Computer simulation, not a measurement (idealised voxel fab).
Process module heading - voxel wiring stack
Pictured: cross-section cut, 200 nm wide, on a grid of 5 nm square cells.
Notation: cross-section as square-cell grid; stated in bands, top first, going down; one or more cell rows per band. The entry gives the band's vertical extent as a top height and a bottom height in nm, then its horizontal make-up as materials from left to right, each with a width in nm. "empty" stands for empty space; a single material marked "full width" fills the band edge to edge. Height reference: 0 = level under which incoming wafer is all one material. Lowest band: no bottom, runs on downward, e.g. "z 0 and below". Width "30 to 40": first value at the band's top row of cells, second value at its bottom row, equal change from row to row. When a step is marked "no alterations made", none of the cells in the cross-section changed during that step. So "Voids, fully enclosed" is basically the list of trapped voids: any empty space of 8 cells or more that can't reach the top through an opening. They're written width x height at distance, the distance being from the left edge, and it's all nm. after a step's settings: what the simulator itself notes on the step. What "overlay nm" on a step's line means: if the step has a mask, that mask lay this far to the right of its planned place, or, when the value is negative, to the left.
-- Planned process steps
1) RECEIVE | material Si
2) CONFORMAL_DEP | material SiO2 | thk nm 10
3) DIRECTIONAL_DEP | material TiN | thk nm 5
4) DIRECTIONAL_DEP | material W | thk nm 25
5) DIRECTIONAL_DEP | material aC | thk nm 15
6) PATTERN | tone cover | mask id METAL_1 | material resist | width nm 20 | pitch nm 40 | thk nm 35 | overlay nm 0
7) DIRECTIONAL_ETCH | etch materials aC | depth nm 15
8) STRIP | etch materials resist
9) DIRECTIONAL_ETCH | etch materials W | depth nm 25
10) DIRECTIONAL_ETCH | etch materials TiN | depth nm 5
11) STRIP | etch materials aC
12) FILL_DEP | material lowk | thk nm 5
13) CMP | height nm 40
14) CONFORMAL_DEP | material SiCN | thk nm 5
15) DIRECTIONAL_DEP | material lowk | thk nm 10
16) DIRECTIONAL_DEP | material aC | thk nm 15
17) PATTERN | tone open | mask id PLUG_1 | material resist | width nm 15 | pitch nm 40 | thk nm 35 | overlay nm 0
18) DIRECTIONAL_ETCH | etch materials aC | depth nm 15
19) STRIP | etch materials resist
20) DIRECTIONAL_ETCH | etch materials lowk | depth nm 10
21) DIRECTIONAL_ETCH | etch materials SiCN | depth nm 5
22) STRIP | etch materials aC
23) EPI | material Ru | thk nm 10
24) EPI | material Ru | thk nm 5
25) CONFORMAL_DEP | material SiN | thk nm 5
26) DIRECTIONAL_DEP | material SiO2 | thk nm 15
27) MASKED_ETCH | tone open | mask id METAL_2 | width nm 20 | pitch nm 40 | etch materials SiO2 | depth nm 15 | overlay nm 0
28) MASKED_ETCH | tone open | mask id METAL_2 | width nm 20 | pitch nm 40 | etch materials SiN | depth nm 5 | overlay nm 0
29) CONFORMAL_DEP | material TiN | thk nm 5
30) FILL_DEP | material W | thk nm 5
31) CMP | height nm 75
32) EPI | material Ru | thk nm 5
33) FILL_DEP | material SiCN | thk nm 5
34) DIRECTIONAL_DEP | material SiO2 | thk nm 15
35) DIRECTIONAL_DEP | material aC | thk nm 10
36) PATTERN | tone open | mask id PLUG_2 | material resist | width nm 15 | pitch nm 40 | thk nm 25 | overlay nm 0
37) DIRECTIONAL_ETCH | etch materials aC | depth nm 10
38) STRIP | etch materials resist
39) DIRECTIONAL_ETCH | etch materials SiO2 | depth nm 15
40) DIRECTIONAL_ETCH | etch materials SiCN | depth nm 5
41) STRIP | etch materials aC
42) EPI | material Ru | thk nm 10
43) EPI | material Ru | thk nm 10
44) DIRECTIONAL_DEP | material TiN | thk nm 5
45) DIRECTIONAL_DEP | material W | thk nm 15
46) MASKED_ETCH | tone cover | mask id METAL_3 | width nm 20 | pitch nm 40 | etch materials W | depth nm 15 | overlay nm 0
47) MASKED_ETCH | tone cover | mask id METAL_3 | width nm 20 | pitch nm 40 | etch materials TiN | depth nm 5 | overlay nm 0
48) FILL_DEP | material SiO2 | thk nm 10
49) CMP | height nm 120
50) CONFORMAL_DEP | material SiN | thk nm 5
-- Wafer as received: cross-section following step 1
	z 0 and below = Si full width
	Voids, fully enclosed: none
-- Sectioned view, first of two wafers, at the close of the module, processed as intended in the plan
	z 125 to 120 = SiN full width
	z 120 to 105 = 50 SiO2, then 20 W, then 20 SiO2, then 20 W, then 20 SiO2, then 20 W, then 50 SiO2
	z 105 to 100 = 50 SiO2, then 20 TiN, then 20 SiO2, then 20 TiN, then 20 SiO2, then 20 TiN, then 50 SiO2
	z 100 to 85 = 50 SiO2, then 15 Ru, then 25 SiO2, then 15 Ru, then 25 SiO2, then 15 Ru, then 55 SiO2
	z 85 to 75 = 50 to 45 SiCN, then 15 to 30 Ru, then 25 to 10 SiCN, then 15 to 30 Ru, then 25 to 10 SiCN, then 15 to 30 Ru, then 55 to 45 SiCN
	z 75 to 60 = 50 SiO2, then 5 TiN, then 10 W, then 5 TiN, then 20 SiO2, then 5 TiN, then 10 W, then 5 TiN, then 20 SiO2, then 5 TiN, then 10 W, then 5 TiN, then 50 SiO2
	z 60 to 55 = 50 SiN, then 20 TiN, then 20 SiN, then 20 TiN, then 20 SiN, then 20 TiN, then 50 SiN
	z 55 to 45 = 50 lowk, then 15 Ru, then 25 lowk, then 15 Ru, then 25 lowk, then 15 Ru, then 55 lowk
	z 45 to 40 = 50 SiCN, then 15 Ru, then 25 SiCN, then 15 Ru, then 25 SiCN, then 15 Ru, then 55 SiCN
	z 40 to 15 = 50 lowk, then 20 W, then 20 lowk, then 20 W, then 20 lowk, then 20 W, then 50 lowk
	z 15 to 10 = 50 lowk, then 20 TiN, then 20 lowk, then 20 TiN, then 20 lowk, then 20 TiN, then 50 lowk
	z 10 to 0 = SiO2 full width
	z 0 and below = Si full width
	Voids, fully enclosed: none
-- Cross-sectional image of the second wafer of the two following completion of the module. Starting state and process plan were the same as for the first wafer; one execution error occurred
	z 125 to 120 = SiN full width
	z 120 to 105 = 50 SiO2, then 20 W, then 20 SiO2, then 20 W, then 20 SiO2, then 20 W, then 50 SiO2
	z 105 to 100 = 50 SiO2, then 20 TiN, then 20 SiO2, then 20 TiN, then 20 SiO2, then 20 TiN, then 50 SiO2
	z 100 to 95 = 45 SiO2, then 25 Ru, then 15 SiO2, then 25 Ru, then 15 SiO2, then 25 Ru, then 50 SiO2
	z 95 to 80 = 50 SiO2, then 15 Ru, then 25 SiO2, then 15 Ru, then 25 SiO2, then 15 Ru, then 55 SiO2
	z 80 to 75 = 45 SiO2, then 30 Ru, then 10 SiO2, then 30 Ru, then 10 SiO2, then 30 Ru, then 45 SiO2
	z 75 to 60 = 50 SiO2, then 5 TiN, then 10 W, then 5 TiN, then 20 SiO2, then 5 TiN, then 10 W, then 5 TiN, then 20 SiO2, then 5 TiN, then 10 W, then 5 TiN, then 50 SiO2
	z 60 to 55 = 50 SiN, then 20 TiN, then 20 SiN, then 20 TiN, then 20 SiN, then 20 TiN, then 50 SiN
	z 55 to 45 = 50 lowk, then 15 Ru, then 25 lowk, then 15 Ru, then 25 lowk, then 15 Ru, then 55 lowk
	z 45 to 40 = 50 SiCN, then 15 Ru, then 25 SiCN, then 15 Ru, then 25 SiCN, then 15 Ru, then 55 SiCN
	z 40 to 15 = 50 lowk, then 20 W, then 20 lowk, then 20 W, then 20 lowk, then 20 W, then 50 lowk
	z 15 to 10 = 50 lowk, then 20 TiN, then 20 lowk, then 20 TiN, then 20 lowk, then 20 TiN, then 50 lowk
	z 10 to 0 = SiO2 full width
	z 0 and below = Si full width
	Voids, fully enclosed: none
The plan and the run diverged here: plan step 33 was not performed, having been skipped
Materials where the second wafer ends with more or fewer cells than the first: Ru +6 | SiCN -53 | SiO2 +47
